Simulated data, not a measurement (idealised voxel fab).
Module name: voxel transistor to metal (process module)
Cross-sectional view cut (width: 260 nm; square cell size: 5 nm).
Heads up, the way a cross-section reads in here is a grid of square cells, handed over as bands from the top down, with every band being one or more rows of cells.
Band entry format. Leading values: height of top, height of bottom, nm. Remainder: materials in left-to-right order, each with its width in nm. Special words: "all across" on a single material, which then fills the band edge to edge; "air", empty space.
Heights are reckoned from 0. Under this level, the received wafer is all of one material. The bottommost band is open-ended downward, for example "top 0, no bottom".
When a width is written as two numbers, as in "30 to 40", the first number is the width in the top row of cells of the band and the second is the width in its bottom row, and the width changes by the same amount from each row to the next.
A step reported as "no alterations made" is a step in which no cell of the cross-section changed.
You'll see "Closed internal voids" listing empty spaces that have no way open to the top, as long as they're 8 cells or more; the notation is width x height at distance, where the distance is from the left edge, and all of it is in nm.
Read whatever lies past the settings on a step's line as the simulator's own remark about the step.
If you see "overlay nm" on a step's line and that step has a mask, it's telling you how far right of where it was planned the mask ended up; a negative number means it went left instead.
So the way this works: pairs, before and after one process step. The after picture only goes down to the lowest band that actually changed, nothing below. Step and its settings are under each pair. And watch out, pairs might come from different runs of this module, same starting wafer though, so a pair only follows on from the one above if its "Pre-step cross-section" entry tells you so.
### Pre-step cross-section
- top 100, bottom 75: 25 air / 15 resist / 50 air / 15 resist / 50 air / 15 resist / 50 air / 15 resist / 25 air
- top 75, bottom 65: aC all across
- top 65, bottom 50: W all across
- top 50, bottom 45: TiN all across
- top 45, bottom 35: polySi all across
- top 35, bottom 20: 40 SiO2 / 10 SiN / 5 SiO2 / 20 SiCN / 5 SiO2 / 10 SiN / 80 SiO2 / 10 SiN / 5 SiO2 / 20 SiCN / 5 SiO2 / 10 SiN / 40 SiO2
- top 20, bottom 10: 40 SiO2 / 10 SiN / 5 SiO2 / 20 polySi / 5 SiO2 / 10 SiN / 80 SiO2 / 10 SiN / 5 SiO2 / 20 polySi / 5 SiO2 / 10 SiN / 40 SiO2
- top 10, bottom 0: 25 SiO2 / 15 SiGe / 10 SiN / 5 SiO2 / 20 polySi / 5 SiO2 / 10 SiN / 15 SiGe / 50 SiO2 / 15 SiGe / 10 SiN / 5 SiO2 / 20 polySi / 5 SiO2 / 10 SiN / 15 SiGe / 25 SiO2
- top 0, bottom -5: 10 SiO2 / 30 SiGe / 50 SiO2 / 30 SiGe / 20 SiO2 / 30 SiGe / 50 SiO2 / 30 SiGe / 10 SiO2
- top -5, bottom -15: 15 SiO2 / 25 SiGe / 50 Si / 25 SiGe / 30 SiO2 / 25 SiGe / 50 Si / 25 SiGe / 15 SiO2
- top -15, bottom -25: 15 SiO2 / 100 Si / 30 SiO2 / 100 Si / 15 SiO2
- top -25, no bottom: Si all across
- Closed internal voids: none
### Structure After Step
- top 90, bottom 75: 25 air / 15 resist / 50 air / 15 resist / 50 air / 15 resist / 50 air / 15 resist / 25 air
- top 75, bottom 65: 25 air / 15 aC / 50 air / 15 aC / 50 air / 15 aC / 50 air / 15 aC / 25 air
- For the remainder of the cross-section, below 65, there is no change.
- Closed internal voids: none
Quick note on the step between the two cross-sections above: DIRECTIONAL_ETCH (etch materials aC; depth nm 10)
Pre-step cross-section: The prior state of this step coincides with the post-step cross-section of the pair just above.
### Structure After Step
- top 75, bottom 65: 25 air / 15 aC / 50 air / 15 aC / 50 air / 15 aC / 50 air / 15 aC / 25 air
- For the remainder of the cross-section, below 65, there is no change.
- Closed internal voids: none
Quick note on the step between the two cross-sections above: STRIP (etch materials resist)
Pre-step cross-section: The prior state of this step coincides with the post-step cross-section of the pair just above.
### Structure After Step
- top 75, bottom 65: 25 air / 15 aC / 50 air / 15 aC / 50 air / 15 aC / 50 air / 15 aC / 25 air
- top 65, bottom 50: 25 air / 15 W / 50 air / 15 W / 50 air / 15 W / 50 air / 15 W / 25 air
- For the remainder of the cross-section, below 50, there is no change.
- Closed internal voids: none
Quick note on the step between the two cross-sections above: DIRECTIONAL_ETCH (etch materials W; depth nm 15)
Pre-step cross-section: The prior state of this step coincides with the post-step cross-section of the pair just above.
### Structure After Step
- top 75, bottom 65: 25 air / 15 aC / 50 air / 15 aC / 50 air / 15 aC / 50 air / 15 aC / 25 air
- top 65, bottom 50: 25 air / 15 W / 50 air / 15 W / 50 air / 15 W / 50 air / 15 W / 25 air
- top 50, bottom 45: 25 air / 15 TiN / 50 air / 15 TiN / 50 air / 15 TiN / 50 air / 15 TiN / 25 air
- For the remainder of the cross-section, below 45, there is no change.
- Closed internal voids: none
Quick note on the step between the two cross-sections above: DIRECTIONAL_ETCH (etch materials TiN; depth nm 5)
Pre-step cross-section: The prior state of this step coincides with the post-step cross-section of the pair just above.
### Structure After Step
- top 65, bottom 50: 25 air / 15 W / 50 air / 15 W / 50 air / 15 W / 50 air / 15 W / 25 air
- For the remainder of the cross-section, below 50, there is no change.
- Closed internal voids: none
Quick note on the step between the two cross-sections above: STRIP (etch materials aC)
Pre-step cross-section: The prior state of this step coincides with the post-step cross-section of the pair just above.
### Structure After Step
- top 70, bottom 65: 20 air / 25 SiCN / 40 air / 25 SiCN / 40 air / 25 SiCN / 40 air / 25 SiCN / 20 air
- top 65, bottom 50: 20 air / 5 SiCN / 15 W / 5 SiCN / 40 air / 5 SiCN / 15 W / 5 SiCN / 40 air / 5 SiCN / 15 W / 5 SiCN / 40 air / 5 SiCN / 15 W / 5 SiCN / 20 air
- top 50, bottom 45: 25 SiCN / 15 TiN / 50 SiCN / 15 TiN / 50 SiCN / 15 TiN / 50 SiCN / 15 TiN / 25 SiCN
- For the remainder of the cross-section, below 45, there is no change.
- Closed internal voids: none
Quick note on the step between the two cross-sections above: CONFORMAL_DEP (material SiCN; thk nm 5)
Pre-step cross-section: The prior state of this step coincides with the post-step cross-section of the pair just above.
### Structure After Step
- top 75, bottom 70: lowk all across
- top 70, bottom 65: 20 lowk / 25 SiCN / 40 lowk / 25 SiCN / 40 lowk / 25 SiCN / 40 lowk / 25 SiCN / 20 lowk
- top 65, bottom 50: 20 lowk / 5 SiCN / 15 W / 5 SiCN / 40 lowk / 5 SiCN / 15 W / 5 SiCN / 40 lowk / 5 SiCN / 15 W / 5 SiCN / 40 lowk / 5 SiCN / 15 W / 5 SiCN / 20 lowk
- For the remainder of the cross-section, below 50, there is no change.
- Closed internal voids: none
Quick note on the step between the two cross-sections above: FILL_DEP (material lowk; thk nm 5)
Pre-step cross-section: The prior state of this step coincides with the post-step cross-section of the pair just above.
### Structure After Step
- top 65, bottom 50: 20 lowk / 5 SiCN / 15 W / 5 SiCN / 40 lowk / 5 SiCN / 15 W / 5 SiCN / 40 lowk / 5 SiCN / 15 W / 5 SiCN / 40 lowk / 5 SiCN / 15 W / 5 SiCN / 20 lowk
- For the remainder of the cross-section, below 50, there is no change.
- Closed internal voids: none
Quick note on the step between the two cross-sections above: CMP (height nm 65)
Pre-step cross-section: The prior state of this step coincides with the post-step cross-section of the pair just above.
### Structure After Step
- top 70, bottom 65: SiCN all across
- For the remainder of the cross-section, below 65, there is no change.
- Closed internal voids: none
Quick note on the step between the two cross-sections above: CONFORMAL_DEP (material SiCN; thk nm 5)
Pre-step cross-section: The prior state of this step coincides with the post-step cross-section of the pair just above.
### Structure After Step
- top 105, bottom 70: lowk all across
- For the remainder of the cross-section, below 70, there is no change.
- Closed internal voids: none
Quick note on the step between the two cross-sections above: DIRECTIONAL_DEP (material lowk; thk nm 35)
Pre-step cross-section: The prior state of this step coincides with the post-step cross-section of the pair just above.
### Structure After Step
- top 115, bottom 105: aC all across
- For the remainder of the cross-section, below 105, there is no change.
- Closed internal voids: none
Quick note on the step between the two cross-sections above: DIRECTIONAL_DEP (material aC; thk nm 10)
Pre-step cross-section: The prior state of this step coincides with the post-step cross-section of the pair just above.
### Structure After Step
- top 140, bottom 115: 25 resist / 15 air / 115 resist / 15 air / 90 resist
- For the remainder of the cross-section, below 115, there is no change.
- Closed internal voids: none
Quick note on the step between the two cross-sections above: PATTERN (tone open; mask id METAL_2; material resist; width nm 15; pitch nm 130; thk nm 25; overlay nm 0)
Pre-step cross-section: The prior state of this step coincides with the post-step cross-section of the pair just above.
### Structure After Step
- top 130, bottom 115: 25 resist / 15 air / 115 resist / 15 air / 90 resist
- top 115, bottom 105: 25 aC / 15 air / 115 aC / 15 air / 90 aC
- For the remainder of the cross-section, below 105, there is no change.
- Closed internal voids: none
Quick note on the step between the two cross-sections above: DIRECTIONAL_ETCH (etch materials aC; depth nm 10)
Pre-step cross-section: The prior state of this step coincides with the post-step cross-section of the pair just above.
### Structure After Step
- top 115, bottom 105: 25 aC / 15 air / 115 aC / 15 air / 90 aC
- For the remainder of the cross-section, below 105, there is no change.
- Closed internal voids: none
Quick note on the step between the two cross-sections above: STRIP (etch materials resist)
Pre-step cross-section: The prior state of this step coincides with the post-step cross-section of the pair just above.
### Structure After Step
- top 115, bottom 105: 25 aC / 15 air / 115 aC / 15 air / 90 aC
- top 105, bottom 85: 25 lowk / 15 air / 115 lowk / 15 air / 90 lowk
- For the remainder of the cross-section, below 85, there is no change.
- Closed internal voids: none
Quick note on the step between the two cross-sections above: DIRECTIONAL_ETCH (etch materials lowk; depth nm 20)
Pre-step cross-section: The prior state of this step coincides with the post-step cross-section of the pair just above.
### Structure After Step
- top 105, bottom 85: 25 lowk / 15 air / 115 lowk / 15 air / 90 lowk
- For the remainder of the cross-section, below 85, there is no change.
- Closed internal voids: none
Quick note on the step between the two cross-sections above: STRIP (etch materials aC)
Pre-step cross-section: The prior state of this step coincides with the post-step cross-section of the pair just above.
### Structure After Step
- top 105, bottom 70: 25 lowk / 15 air / 115 lowk / 15 air / 90 lowk
- For the remainder of the cross-section, below 70, there is no change.
- Closed internal voids: none
Quick note on the step between the two cross-sections above: MASKED_ETCH (tone open; mask id METAL_2_HOLES; width nm 15; pitch nm 130; etch materials lowk; depth nm 15; overlay nm 0)
Pre-step cross-section: The prior state of this step coincides with the post-step cross-section of the pair just above.
### Structure After Step
- top 105, bottom 70: 25 lowk / 15 air / 115 lowk / 15 air / 90 lowk
- top 70, bottom 65: 25 SiCN / 15 air / 115 SiCN / 15 air / 90 SiCN
- For the remainder of the cross-section, below 65, there is no change.
- Closed internal voids: none
Quick note on the step between the two cross-sections above: MASKED_ETCH (tone open; mask id METAL_2_HOLES; width nm 15; pitch nm 130; etch materials SiCN; depth nm 5; overlay nm 0)
Pre-step cross-section: The prior state of this step coincides with the post-step cross-section of the pair just above.
### Structure After Step
- top 110, bottom 105: 30 TiN / 5 air / 125 TiN / 5 air / 95 TiN
- top 105, bottom 70: 25 lowk / 5 TiN / 5 air / 5 TiN / 115 lowk / 5 TiN / 5 air / 5 TiN / 90 lowk
- top 70, bottom 65: 25 SiCN / 15 TiN / 115 SiCN / 15 TiN / 90 SiCN
- For the remainder of the cross-section, below 65, there is no change.
- Closed internal voids: none
Quick note on the step between the two cross-sections above: CONFORMAL_DEP (material TiN; thk nm 5)
Pre-step cross-section: The prior state of this step coincides with the post-step cross-section of the pair just above.
### Structure After Step
- top 115, bottom 110: Cu all across
- top 110, bottom 105: 30 TiN / 5 Cu / 125 TiN / 5 Cu / 95 TiN
- top 105, bottom 70: 25 lowk / 5 TiN / 5 Cu / 5 TiN / 115 lowk / 5 TiN / 5 Cu / 5 TiN / 90 lowk
- For the remainder of the cross-section, below 70, there is no change.
- Closed internal voids: none
Quick note on the step between the two cross-sections above: FILL_DEP (material Cu; thk nm 5)
Pre-step cross-section: The prior state of this step coincides with the post-step cross-section of the pair just above.
### Structure After Step
- top 105, bottom 70: 25 lowk / 5 TiN / 5 Cu / 5 TiN / 115 lowk / 5 TiN / 5 Cu / 5 TiN / 90 lowk
- For the remainder of the cross-section, below 70, there is no change.
- Closed internal voids: none
Quick note on the step between the two cross-sections above: CMP (height nm 105)
Pre-step cross-section: The prior state of this step coincides with the post-step cross-section of the pair just above.
### Structure After Step
- top 110, bottom 105: SiN all across
- For the remainder of the cross-section, below 105, there is no change.
- Closed internal voids: none
Quick note on the step between the two cross-sections above: CONFORMAL_DEP (material SiN; thk nm 5)
### Pre-step cross-section
- top 60, bottom 45: aC all across
- top 45, bottom 35: SiO2 all across
- top 35, bottom 20: 40 SiO2 / 10 SiN / 5 SiO2 / 20 SiCN / 5 SiO2 / 10 SiN / 80 SiO2 / 10 SiN / 5 SiO2 / 20 SiCN / 5 SiO2 / 10 SiN / 40 SiO2
- top 20, bottom 10: 40 SiO2 / 10 SiN / 5 SiO2 / 20 polySi / 5 SiO2 / 10 SiN / 80 SiO2 / 10 SiN / 5 SiO2 / 20 polySi / 5 SiO2 / 10 SiN / 40 SiO2
- top 10, bottom 0: 25 SiO2 / 15 SiGe / 10 SiN / 5 SiO2 / 20 polySi / 5 SiO2 / 10 SiN / 15 SiGe / 50 SiO2 / 15 SiGe / 10 SiN / 5 SiO2 / 20 polySi / 5 SiO2 / 10 SiN / 15 SiGe / 25 SiO2
- top 0, bottom -5: 10 SiO2 / 30 SiGe / 50 SiO2 / 30 SiGe / 20 SiO2 / 30 SiGe / 50 SiO2 / 30 SiGe / 10 SiO2
- top -5, bottom -15: 15 SiO2 / 25 SiGe / 50 Si / 25 SiGe / 30 SiO2 / 25 SiGe / 50 Si / 25 SiGe / 15 SiO2
- top -15, bottom -25: 15 SiO2 / 100 Si / 30 SiO2 / 100 Si / 15 SiO2
- top -25, no bottom: Si all across
- Closed internal voids: none
### Structure After Step
- top 95, bottom 60: 25 air / 15 resist / 50 air / 15 resist / 50 air / 15 resist / 50 air / 15 resist / 25 air
- For the remainder of the cross-section, below 60, there is no change.
- Closed internal voids: none
Quick note on the step between the two cross-sections above: PATTERN (tone cover; mask id CONTACT; material resist; width nm 15; pitch nm 65; thk nm 35; overlay nm 0)
Pre-step cross-section: The prior state of this step coincides with the post-step cross-section of the pair just above.
### Structure After Step
- top 80, bottom 60: 25 air / 15 resist / 50 air / 15 resist / 50 air / 15 resist / 50 air / 15 resist / 25 air
- top 60, bottom 45: 25 air / 15 aC / 50 air / 15 aC / 50 air / 15 aC / 50 air / 15 aC / 25 air
- For the remainder of the cross-section, below 45, there is no change.
- Closed internal voids: none
Quick note on the step between the two cross-sections above: DIRECTIONAL_ETCH (etch materials aC; depth nm 15)
Pre-step cross-section: The prior state of this step coincides with the post-step cross-section of the pair just above.
### Structure After Step
- top 60, bottom 45: 25 air / 15 aC / 50 air / 15 aC / 50 air / 15 aC / 50 air / 15 aC / 25 air
- For the remainder of the cross-section, below 45, there is no change.
- Closed internal voids: none
Quick note on the step between the two cross-sections above: STRIP (etch materials resist)
Pre-step cross-section: The prior state of this step coincides with the post-step cross-section of the pair just above.
### Structure After Step
- top 60, bottom 45: 25 air / 15 aC / 50 air / 15 aC / 50 air / 15 aC / 50 air / 15 aC / 25 air
- top 45, bottom 35: 25 air / 15 SiO2 / 50 air / 15 SiO2 / 50 air / 15 SiO2 / 50 air / 15 SiO2 / 25 air
- top 35, bottom 20: 25 air / 15 SiO2 / 10 SiN / 5 air / 20 SiCN / 5 air / 10 SiN / 15 SiO2 / 50 air / 15 SiO2 / 10 SiN / 5 air / 20 SiCN / 5 air / 10 SiN / 15 SiO2 / 25 air
- top 20, bottom 10: 25 air / 15 SiO2 / 10 SiN / 5 air / 20 polySi / 5 air / 10 SiN / 15 SiO2 / 50 air / 15 SiO2 / 10 SiN / 5 air / 20 polySi / 5 air / 10 SiN / 15 SiO2 / 25 air
- For the remainder of the cross-section, below 10, there is no change.
- Closed internal voids: none
Quick note on the step between the two cross-sections above: DIRECTIONAL_ETCH (etch materials SiO2; depth nm 35)
Pre-step cross-section: The prior state of this step coincides with the post-step cross-section of the pair just above.
### Structure After Step
- top 45, bottom 35: 25 air / 15 SiO2 / 50 air / 15 SiO2 / 50 air / 15 SiO2 / 50 air / 15 SiO2 / 25 air
- For the remainder of the cross-section, below 35, there is no change.
- Closed internal voids: none
Quick note on the step between the two cross-sections above: STRIP (etch materials aC)
Pre-step cross-section: The prior state of this step coincides with the post-step cross-section of the pair just above.
### Structure After Step
- top 50, bottom 45: 20 air / 25 TiN / 40 air / 25 TiN / 40 air / 25 TiN / 40 air / 25 TiN / 20 air
- top 45, bottom 40: 20 air / 5 TiN / 15 SiO2 / 5 TiN / 40 air / 5 TiN / 15 SiO2 / 5 TiN / 40 air / 5 TiN / 15 SiO2 / 5 TiN / 40 air / 5 TiN / 15 SiO2 / 5 TiN / 20 air
- top 40, bottom 35: 20 air / 5 TiN / 15 SiO2 / 50 TiN / 15 SiO2 / 5 TiN / 40 air / 5 TiN / 15 SiO2 / 50 TiN / 15 SiO2 / 5 TiN / 20 air
- top 35, bottom 20: 20 air / 5 TiN / 15 SiO2 / 10 SiN / 5 TiN / 20 SiCN / 5 TiN / 10 SiN / 15 SiO2 / 5 TiN / 40 air / 5 TiN / 15 SiO2 / 10 SiN / 5 TiN / 20 SiCN / 5 TiN / 10 SiN / 15 SiO2 / 5 TiN / 20 air
- top 20, bottom 15: 20 air / 5 TiN / 15 SiO2 / 10 SiN / 5 TiN / 20 polySi / 5 TiN / 10 SiN / 15 SiO2 / 5 TiN / 40 air / 5 TiN / 15 SiO2 / 10 SiN / 5 TiN / 20 polySi / 5 TiN / 10 SiN / 15 SiO2 / 5 TiN / 20 air
- top 15, bottom 10: 25 TiN / 15 SiO2 / 10 SiN / 5 TiN / 20 polySi / 5 TiN / 10 SiN / 15 SiO2 / 50 TiN / 15 SiO2 / 10 SiN / 5 TiN / 20 polySi / 5 TiN / 10 SiN / 15 SiO2 / 25 TiN
- For the remainder of the cross-section, below 10, there is no change.
- Closed internal voids: none
Quick note on the step between the two cross-sections above: CONFORMAL_DEP (material TiN; thk nm 5)
Pre-step cross-section: The prior state of this step coincides with the post-step cross-section of the pair just above.
### Structure After Step
- top 55, bottom 50: W all across
- top 50, bottom 45: 20 W / 25 TiN / 40 W / 25 TiN / 40 W / 25 TiN / 40 W / 25 TiN / 20 W
- top 45, bottom 40: 20 W / 5 TiN / 15 SiO2 / 5 TiN / 40 W / 5 TiN / 15 SiO2 / 5 TiN / 40 W / 5 TiN / 15 SiO2 / 5 TiN / 40 W / 5 TiN / 15 SiO2 / 5 TiN / 20 W
- top 40, bottom 35: 20 W / 5 TiN / 15 SiO2 / 50 TiN / 15 SiO2 / 5 TiN / 40 W / 5 TiN / 15 SiO2 / 50 TiN / 15 SiO2 / 5 TiN / 20 W
- top 35, bottom 20: 20 W / 5 TiN / 15 SiO2 / 10 SiN / 5 TiN / 20 SiCN / 5 TiN / 10 SiN / 15 SiO2 / 5 TiN / 40 W / 5 TiN / 15 SiO2 / 10 SiN / 5 TiN / 20 SiCN / 5 TiN / 10 SiN / 15 SiO2 / 5 TiN / 20 W
- top 20, bottom 15: 20 W / 5 TiN / 15 SiO2 / 10 SiN / 5 TiN / 20 polySi / 5 TiN / 10 SiN / 15 SiO2 / 5 TiN / 40 W / 5 TiN / 15 SiO2 / 10 SiN / 5 TiN / 20 polySi / 5 TiN / 10 SiN / 15 SiO2 / 5 TiN / 20 W
- For the remainder of the cross-section, below 15, there is no change.
- Closed internal voids: none
Quick note on the step between the two cross-sections above: FILL_DEP (material W; thk nm 5)
Pre-step cross-section: The prior state of this step coincides with the post-step cross-section of the pair just above.
### Structure After Step
- top 45, bottom 40: 20 W / 5 TiN / 15 SiO2 / 5 TiN / 40 W / 5 TiN / 15 SiO2 / 5 TiN / 40 W / 5 TiN / 15 SiO2 / 5 TiN / 40 W / 5 TiN / 15 SiO2 / 5 TiN / 20 W
- For the remainder of the cross-section, below 40, there is no change.
- Closed internal voids: none
Quick note on the step between the two cross-sections above: CMP (height nm 45)
Pre-step cross-section: The prior state of this step coincides with the post-step cross-section of the pair just above.
### Structure After Step
- top 50, bottom 45: TiN all across
- For the remainder of the cross-section, below 45, there is no change.
- Closed internal voids: none
Quick note on the step between the two cross-sections above: DIRECTIONAL_DEP (material TiN; thk nm 5)
Pre-step cross-section: The prior state of this step coincides with the post-step cross-section of the pair just above.
### Structure After Step
- top 65, bottom 50: W all across
- For the remainder of the cross-section, below 50, there is no change.
- Closed internal voids: none
Quick note on the step between the two cross-sections above: DIRECTIONAL_DEP (material W; thk nm 15)
Pre-step cross-section: The prior state of this step coincides with the post-step cross-section of the pair just above.
### Structure After Step
- top 75, bottom 65: aC all across
- For the remainder of the cross-section, below 65, there is no change.
- Closed internal voids: none
Quick note on the step between the two cross-sections above: DIRECTIONAL_DEP (material aC; thk nm 10)
Pre-step cross-section: The prior state of this step coincides with the post-step cross-section of the pair just above.
### Structure After Step
- top 100, bottom 75: 25 air / 15 resist / 50 air / 15 resist / 50 air / 15 resist / 50 air / 15 resist / 25 air
- For the remainder of the cross-section, below 75, there is no change.
- Closed internal voids: none
Quick note on the step between the two cross-sections above: PATTERN (tone cover; mask id METAL_1; material resist; width nm 15; pitch nm 65; thk nm 25; overlay nm 0)
Pre-step cross-section: The prior state of this step coincides with the post-step cross-section of the pair just above.
### Structure After Step
- top 90, bottom 75: 25 air / 15 resist / 50 air / 15 resist / 50 air / 15 resist / 50 air / 15 resist / 25 air
- top 75, bottom 65: 25 air / 15 aC / 50 air / 15 aC / 50 air / 15 aC / 50 air / 15 aC / 25 air
- For the remainder of the cross-section, below 65, there is no change.
- Closed internal voids: none
Quick note on the step between the two cross-sections above: DIRECTIONAL_ETCH (etch materials aC; depth nm 10)
Pre-step cross-section: The prior state of this step coincides with the post-step cross-section of the pair just above.
### Structure After Step
- top 75, bottom 65: 25 air / 15 aC / 50 air / 15 aC / 50 air / 15 aC / 50 air / 15 aC / 25 air
- For the remainder of the cross-section, below 65, there is no change.
- Closed internal voids: none
Quick note on the step between the two cross-sections above: STRIP (etch materials resist)
Pre-step cross-section: The prior state of this step coincides with the post-step cross-section of the pair just above.
### Structure After Step
- top 75, bottom 65: 25 air / 15 aC / 50 air / 15 aC / 50 air / 15 aC / 50 air / 15 aC / 25 air
- top 65, bottom 50: 25 air / 15 W / 50 air / 15 W / 50 air / 15 W / 50 air / 15 W / 25 air
- For the remainder of the cross-section, below 50, there is no change.
- Closed internal voids: none
Quick note on the step between the two cross-sections above: DIRECTIONAL_ETCH (etch materials W; depth nm 15)
Pre-step cross-section: The prior state of this step coincides with the post-step cross-section of the pair just above.
### Structure After Step
- top 75, bottom 65: 25 air / 15 aC / 50 air / 15 aC / 50 air / 15 aC / 50 air / 15 aC / 25 air
- top 65, bottom 50: 25 air / 15 W / 50 air / 15 W / 50 air / 15 W / 50 air / 15 W / 25 air
- top 50, bottom 45: 25 air / 15 TiN / 50 air / 15 TiN / 50 air / 15 TiN / 50 air / 15 TiN / 25 air
- For the remainder of the cross-section, below 45, there is no change.
- Closed internal voids: none
Quick note on the step between the two cross-sections above: DIRECTIONAL_ETCH (etch materials TiN; depth nm 5)
Pre-step cross-section: The prior state of this step coincides with the post-step cross-section of the pair just above.
### Structure After Step
- top 65, bottom 50: 25 air / 15 W / 50 air / 15 W / 50 air / 15 W / 50 air / 15 W / 25 air
- For the remainder of the cross-section, below 50, there is no change.
- Closed internal voids: none
Quick note on the step between the two cross-sections above: STRIP (etch materials aC)
Pre-step cross-section: The prior state of this step coincides with the post-step cross-section of the pair just above.
### Structure After Step
- top 70, bottom 65: 20 air / 25 SiCN / 40 air / 25 SiCN / 40 air / 25 SiCN / 40 air / 25 SiCN / 20 air
- top 65, bottom 50: 20 air / 5 SiCN / 15 W / 5 SiCN / 40 air / 5 SiCN / 15 W / 5 SiCN / 40 air / 5 SiCN / 15 W / 5 SiCN / 40 air / 5 SiCN / 15 W / 5 SiCN / 20 air
- top 50, bottom 45: 25 SiCN / 15 TiN / 50 SiCN / 15 TiN / 50 SiCN / 15 TiN / 50 SiCN / 15 TiN / 25 SiCN
- For the remainder of the cross-section, below 45, there is no change.
- Closed internal voids: none
Quick note on the step between the two cross-sections above: CONFORMAL_DEP (material SiCN; thk nm 5)
Pre-step cross-section: The prior state of this step coincides with the post-step cross-section of the pair just above.
### Structure After Step
- top 75, bottom 70: lowk all across
- top 70, bottom 65: 20 lowk / 25 SiCN / 40 lowk / 25 SiCN / 40 lowk / 25 SiCN / 40 lowk / 25 SiCN / 20 lowk
- top 65, bottom 50: 20 lowk / 5 SiCN / 15 W / 5 SiCN / 40 lowk / 5 SiCN / 15 W / 5 SiCN / 40 lowk / 5 SiCN / 15 W / 5 SiCN / 40 lowk / 5 SiCN / 15 W / 5 SiCN / 20 lowk
- For the remainder of the cross-section, below 50, there is no change.
- Closed internal voids: none
Quick note on the step between the two cross-sections above: FILL_DEP (material lowk; thk nm 5)
Pre-step cross-section: The prior state of this step coincides with the post-step cross-section of the pair just above.
### Structure After Step
- top 65, bottom 50: 20 lowk / 5 SiCN / 15 W / 5 SiCN / 40 lowk / 5 SiCN / 15 W / 5 SiCN / 40 lowk / 5 SiCN / 15 W / 5 SiCN / 40 lowk / 5 SiCN / 15 W / 5 SiCN / 20 lowk
- For the remainder of the cross-section, below 50, there is no change.
- Closed internal voids: none
Quick note on the step between the two cross-sections above: CMP (height nm 65)
Pre-step cross-section: The prior state of this step coincides with the post-step cross-section of the pair just above.
### Structure After Step
- top 70, bottom 65: SiCN all across
- For the remainder of the cross-section, below 65, there is no change.
- Closed internal voids: none
Quick note on the step between the two cross-sections above: CONFORMAL_DEP (material SiCN; thk nm 5)
Pre-step cross-section: The prior state of this step coincides with the post-step cross-section of the pair just above.
### Structure After Step
- top 105, bottom 70: lowk all across
- For the remainder of the cross-section, below 70, there is no change.
- Closed internal voids: none
Quick note on the step between the two cross-sections above: DIRECTIONAL_DEP (material lowk; thk nm 35)
Pre-step cross-section: The prior state of this step coincides with the post-step cross-section of the pair just above.
### Structure After Step
- top 115, bottom 105: aC all across
- For the remainder of the cross-section, below 105, there is no change.
- Closed internal voids: none
Quick note on the step between the two cross-sections above: DIRECTIONAL_DEP (material aC; thk nm 10)
Pre-step cross-section: The prior state of this step coincides with the post-step cross-section of the pair just above.
### Structure After Step
- top 140, bottom 115: 25 resist / 15 air / 115 resist / 15 air / 90 resist
- For the remainder of the cross-section, below 115, there is no change.
- Closed internal voids: none
Quick note on the step between the two cross-sections above: PATTERN (tone open; mask id METAL_2; material resist; width nm 15; pitch nm 130; thk nm 25; overlay nm 0)
Pre-step cross-section: The prior state of this step coincides with the post-step cross-section of the pair just above.
### Structure After Step
- top 130, bottom 115: 25 resist / 15 air / 115 resist / 15 air / 90 resist
- top 115, bottom 105: 25 aC / 15 air / 115 aC / 15 air / 90 aC
- For the remainder of the cross-section, below 105, there is no change.
- Closed internal voids: none
Quick note on the step between the two cross-sections above: DIRECTIONAL_ETCH (etch materials aC; depth nm 10)
Pre-step cross-section: The prior state of this step coincides with the post-step cross-section of the pair just above.
### Structure After Step
- top 115, bottom 105: 25 aC / 15 air / 115 aC / 15 air / 90 aC
- For the remainder of the cross-section, below 105, there is no change.
- Closed internal voids: none
Quick note on the step between the two cross-sections above: STRIP (etch materials resist)
Pre-step cross-section: The prior state of this step coincides with the post-step cross-section of the pair just above.
### Structure After Step
- top 115, bottom 105: 25 aC / 15 air / 115 aC / 15 air / 90 aC
- top 105, bottom 85: 25 lowk / 15 air / 115 lowk / 15 air / 90 lowk
- For the remainder of the cross-section, below 85, there is no change.
- Closed internal voids: none
Quick note on the step between the two cross-sections above: DIRECTIONAL_ETCH (etch materials lowk; depth nm 20)
Pre-step cross-section: The prior state of this step coincides with the post-step cross-section of the pair just above.
### Structure After Step
- top 105, bottom 85: 25 lowk / 15 air / 115 lowk / 15 air / 90 lowk
- For the remainder of the cross-section, below 85, there is no change.
- Closed internal voids: none
Quick note on the step between the two cross-sections above: STRIP (etch materials aC)
Pre-step cross-section: The prior state of this step coincides with the post-step cross-section of the pair just above.
### Structure After Step
- top 105, bottom 70: 25 lowk / 15 air / 115 lowk / 15 air / 90 lowk
- For the remainder of the cross-section, below 70, there is no change.
- Closed internal voids: none
Quick note on the step between the two cross-sections above: MASKED_ETCH (tone open; mask id METAL_2_HOLES; width nm 15; pitch nm 130; etch materials lowk; depth nm 15; overlay nm 0)
Pre-step cross-section: The prior state of this step coincides with the post-step cross-section of the pair just above.
### Structure After Step
- top 105, bottom 70: 25 lowk / 15 air / 115 lowk / 15 air / 90 lowk
- top 70, bottom 65: 25 SiCN / 15 air / 115 SiCN / 15 air / 90 SiCN
- For the remainder of the cross-section, below 65, there is no change.
- Closed internal voids: none
Quick note on the step between the two cross-sections above: MASKED_ETCH (tone open; mask id METAL_2_HOLES; width nm 15; pitch nm 130; etch materials SiCN; depth nm 5; overlay nm 0)
Pre-step cross-section: The prior state of this step coincides with the post-step cross-section of the pair just above.
### Structure After Step
- top 110, bottom 105: 30 TiN / 5 air / 125 TiN / 5 air / 95 TiN
- top 105, bottom 70: 25 lowk / 5 TiN / 5 air / 5 TiN / 115 lowk / 5 TiN / 5 air / 5 TiN / 90 lowk
- top 70, bottom 65: 25 SiCN / 15 TiN / 115 SiCN / 15 TiN / 90 SiCN
- For the remainder of the cross-section, below 65, there is no change.
- Closed internal voids: none
Quick note on the step between the two cross-sections above: CONFORMAL_DEP (material TiN; thk nm 5)
Pre-step cross-section: The prior state of this step coincides with the post-step cross-section of the pair just above.
### Structure After Step
- top 115, bottom 110: Cu all across
- top 110, bottom 105: 30 TiN / 5 Cu / 125 TiN / 5 Cu / 95 TiN
- top 105, bottom 70: 25 lowk / 5 TiN / 5 Cu / 5 TiN / 115 lowk / 5 TiN / 5 Cu / 5 TiN / 90 lowk
- For the remainder of the cross-section, below 70, there is no change.
- Closed internal voids: none
Quick note on the step between the two cross-sections above: FILL_DEP (material Cu; thk nm 5)
Pre-step cross-section: The prior state of this step coincides with the post-step cross-section of the pair just above.
### Structure After Step
- top 105, bottom 70: 25 lowk / 5 TiN / 5 Cu / 5 TiN / 115 lowk / 5 TiN / 5 Cu / 5 TiN / 90 lowk
- For the remainder of the cross-section, below 70, there is no change.
- Closed internal voids: none
Quick note on the step between the two cross-sections above: CMP (height nm 105)
Pre-step cross-section: The prior state of this step coincides with the post-step cross-section of the pair just above.
### Structure After Step
- top 110, bottom 105: SiN all across
- For the remainder of the cross-section, below 105, there is no change.
- Closed internal voids: none
Quick note on the step between the two cross-sections above: CONFORMAL_DEP (material SiN; thk nm 5)
